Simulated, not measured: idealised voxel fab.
Process module in this document: voxel capacitor over wiring
The width of the displayed cross-section, cut, is 195 nm; its cells are square, with a size of 5 nm.
Notation: cross-section as square-cell grid; stated in bands, top first, going down; one or more cell rows per band. Top height, bottom height, nm. Materials left to right, width each, nm. Single material + "edge to edge" = fills band edge to edge. "air" = empty. All heights in this document are referenced to 0, defined as the level beneath which the wafer, as received, consists entirely of one material. The lowest band is not bounded below; it extends indefinitely downward and is written in the form "0..down". You'd read "30..40" like this: the band's top row of cells is as wide as the first number, its bottom row is as wide as the second, and going down, every row changes width by the same amount as the row before did. "same as before" (step): cross-section cells unchanged, all of them. The label "Fully sealed cavities" introduces a list of the empty spaces, 8 cells or larger, that have no open way up to the top; each entry in it reads width x height at distance, where the distance is taken from the left edge and all three are stated in nm. Anything after a step's settings on that line? It's the simulator's own note about the step. For masked steps, "overlay nm" on the step line gives how far right of plan the mask actually lay; a minus sign means it lay to the left.
# List of planned process steps
| 1 | RECEIVE (material Si) |
| 2 | CONFORMAL_DEP (material SiO2; thk nm 15) |
| 3 | DIRECTIONAL_DEP (material TiN; thk nm 5) |
| 4 | DIRECTIONAL_DEP (material W; thk nm 15) |
| 5 | DIRECTIONAL_DEP (material aC; thk nm 15) |
| 6 | PATTERN (tone cover; mask id METAL_1; material resist; width nm 20; pitch nm 75; thk nm 35; overlay nm 0) |
| 7 | DIRECTIONAL_ETCH (etch materials aC; depth nm 15) |
| 8 | STRIP (etch materials resist) |
| 9 | DIRECTIONAL_ETCH (etch materials W; depth nm 15) |
| 10 | DIRECTIONAL_ETCH (etch materials TiN; depth nm 5) |
| 11 | STRIP (etch materials aC) |
| 12 | CONFORMAL_DEP (material SiCN; thk nm 5) |
| 13 | FILL_DEP (material lowk; thk nm 5) |
| 14 | CMP (height nm 35) |
| 15 | CONFORMAL_DEP (material SiCN; thk nm 5) |
| 16 | DIRECTIONAL_DEP (material lowk; thk nm 10) |
| 17 | DIRECTIONAL_DEP (material aC; thk nm 15) |
| 18 | PATTERN (tone open; mask id PLUG_1; material resist; width nm 15; thk nm 35; overlay nm 0) |
| 19 | DIRECTIONAL_ETCH (etch materials aC; depth nm 15) |
| 20 | STRIP (etch materials resist) |
| 21 | DIRECTIONAL_ETCH (etch materials lowk; depth nm 10) |
| 22 | DIRECTIONAL_ETCH (etch materials SiCN; depth nm 5) |
| 23 | STRIP (etch materials aC) |
| 24 | EPI (material Ru; thk nm 10) |
| 25 | EPI (material Ru; thk nm 5) |
| 26 | DIRECTIONAL_DEP (material TiN; thk nm 5) |
| 27 | DIRECTIONAL_DEP (material Al2O3; thk nm 5) |
| 28 | DIRECTIONAL_DEP (material TiN; thk nm 10) |
| 29 | MASKED_ETCH (tone cover; mask id UPPER_PLATE; width nm 60; etch materials TiN; depth nm 10; overlay nm 0) |
| 30 | MASKED_ETCH (tone cover; mask id UPPER_PLATE; width nm 60; etch materials Al2O3; depth nm 5; overlay nm 0) |
| 31 | DIRECTIONAL_DEP (material aC; thk nm 15) |
| 32 | PATTERN (tone cover; mask id LOWER_PLATE; material resist; width nm 70; thk nm 30; overlay nm 0) |
| 33 | DIRECTIONAL_ETCH (etch materials aC; depth nm 15) |
| 34 | STRIP (etch materials resist) |
| 35 | DIRECTIONAL_ETCH (etch materials TiN; depth nm 5) |
| 36 | STRIP (etch materials aC) |
| 37 | FILL_DEP (material SiO2; thk nm 20) |
| 38 | CMP (height nm 85) |
| 39 | MASKED_ETCH (tone open; mask id PLUG_2; width nm 15; etch materials SiO2; depth nm 15; overlay nm 0) |
| 40 | CONFORMAL_DEP (material TiN; thk nm 5) |
| 41 | FILL_DEP (material Cu; thk nm 5) |
| 42 | CMP (height nm 85) |
| 43 | CONFORMAL_DEP (material SiCN; thk nm 5) |
# Received-state cross-section, reflecting completion of step 1
	0..down  Si edge to edge
	Fully sealed cavities: none
# Cross-section, first of two wafers, end of module, run as planned
	90..85  SiCN edge to edge
	85..75  SiO2: 65, TiN: 5, Cu: 5, TiN: 5, SiO2: 115
	75..70  SiO2: 65, TiN: 15, SiO2: 115
	70..60  SiO2: 55, TiN: 60, SiO2: 80
	60..55  SiO2: 55, Al2O3: 60, SiO2: 80
	55..50  SiO2: 50, TiN: 70, SiO2: 75
	50..40  lowk: 55, Ru: 15, lowk: 125
	40..35  SiCN: 55, Ru: 15, SiCN: 125
	35..20  lowk: 45, SiCN: 5, W: 20, SiCN: 5, lowk: 45, SiCN: 5, W: 20, SiCN: 5, lowk: 45
	20..15  SiCN: 50, TiN: 20, SiCN: 55, TiN: 20, SiCN: 50
	15..0  SiO2 edge to edge
	0..down  Si edge to edge
	Fully sealed cavities: none
# Wafer two, sectioned after the module: the first wafer's start, the first wafer's plan, and one mistake in how it was run
	90..85  SiCN edge to edge
	85..75  SiO2: 65, TiN: 5, Cu: 5, TiN: 5, SiO2: 115
	75..70  SiO2: 65, TiN: 15, SiO2: 115
	70..60  SiO2: 55, TiN: 60, SiO2: 80
	60..55  SiO2: 55, Al2O3: 60, SiO2: 80
	55..50  SiO2: 50, TiN: 70, SiO2: 75
	50..40  lowk: 55, Ru: 15, lowk: 125
	40..35  SiCN: 55, Ru: 15, SiCN: 125
	35..20  lowk: 45, SiCN: 5, W: 20, SiCN: 5, lowk: 45, SiCN: 5, W: 20, SiCN: 5, lowk: 45
	20..15  SiCN: 50, TiN: 20, SiCN: 55, TiN: 20, SiCN: 50
	15..0  SiCN edge to edge
	0..down  Si edge to edge
	Fully sealed cavities: none
Plan not followed: step 2 was not run as planned; what actually ran was CONFORMAL_DEP (material SiCN; thk nm 15)
Bottom line after processing is that, in cells, the second wafer is up or down on some materials versus the first: SiCN: 117 more; SiO2: 117 fewer
